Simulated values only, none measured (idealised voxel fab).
This section sets out a process module, namely voxel self aligned vias.
Square cells of 5 nm make up the cross-section cut, whose width is 180 nm.
A cross-section is written here as square cells arranged in a grid, and it is given in bands from the top down, each band taking up one or more rows of cells. This entry defines a band. It first specifies the height of the band's top and the height of its bottom in nm, and then specifies the band's materials from left to right, stating each material with its width in nm. The word "full width" identifies a single material that fills the band from edge to edge, while the word "empty" identifies empty space. It should be noted that heights are counted from 0, beneath which the wafer as supplied is of one material throughout, and that the lowest band possesses no lower boundary but continues downward, as written in "0 and below". Top row gets the first number, bottom row gets the second, and each row in between changes by the same step: that is how a band width like "30 to 40" works. Step note "stayed the same" = no cross-section cell changed. Each empty space that has no open way to the top and spans at least 8 cells appears under "Internal closed voids" as width x height at distance, the distance counted from the left edge, all in nm. It should be noted that, on the line of a given step, the content following the step's settings is a remark produced by the simulator itself with respect to that step. A step line may carry the setting "overlay nm", which, for steps involving a mask, states the distance by which the mask lay to the right of its intended position; negative values denote displacement to the left.
# Set out below are the planned steps of the process
1 RECEIVE (material Si)
2 CONFORMAL_DEP (material SiO2; thk nm 15)
3 CONFORMAL_DEP (material SiCN; thk nm 5)
4 DIRECTIONAL_DEP (material SiO2; thk nm 25)
5 PATTERN (tone open; mask id LINES; material resist; width nm 20; pitch nm 70; thk nm 20; overlay nm 0)
6 DIRECTIONAL_ETCH (etch materials SiO2; depth nm 15)
7 STRIP (etch materials resist)
8 CONFORMAL_DEP (material TiN; thk nm 5)
9 FILL_DEP (material Ru; thk nm 5)
10 CMP (height nm 45)
11 SELECTIVE_ETCH (etch materials W Ru TiN; depth nm 5)
12 FILL_DEP (material SiN; thk nm 5)
13 CMP (height nm 45)
14 DIRECTIONAL_DEP (material SiO2; thk nm 15)
15 PATTERN (tone open; mask id VIAS; material resist; width nm 40; pitch nm 70; thk nm 20; overlay nm 0)
16 DIRECTIONAL_ETCH (etch materials SiO2; depth nm 15)
17 DIRECTIONAL_ETCH (etch materials SiN; depth nm 5)
18 STRIP (etch materials resist)
19 CONFORMAL_DEP (material TiN; thk nm 5)
20 FILL_DEP (material Cu; thk nm 10)
21 CMP (height nm 60)
22 CONFORMAL_DEP (material SiN; thk nm 5)
Wafer-to-wafer difference: depth nm, step 6. Common start. Plan = first wafer's value.
# As-received state after step 1, first of several wafers, cross-section
    0 and below = Si full width
    Internal closed voids: none
# Take any row and you have a wafer at the end of the module: how many cells of each material it has gained (+) or lost (-) since it was received, and then its closed voids
depth nm 15; +28 Cu; +4 Ru; +36 SiCN; +36 SiN; +324 SiO2; +40 TiN; Internal closed voids: none
depth nm 20; +28 Cu; +8 Ru; +36 SiCN; +36 SiN; +316 SiO2; +44 TiN; Internal closed voids: none
depth nm 25; +28 Cu; +12 Ru; +36 SiCN; +36 SiN; +308 SiO2; +48 TiN; Internal closed voids: none
depth nm 30; +28 Cu; +12 Ru; +36 SiCN; +36 SiN; +308 SiO2; +48 TiN; Internal closed voids: none
depth nm 35; +28 Cu; +12 Ru; +36 SiCN; +36 SiN; +308 SiO2; +48 TiN; Internal closed voids: none
depth nm 40; +28 Cu; +12 Ru; +36 SiCN; +36 SiN; +308 SiO2; +48 TiN; Internal closed voids: none
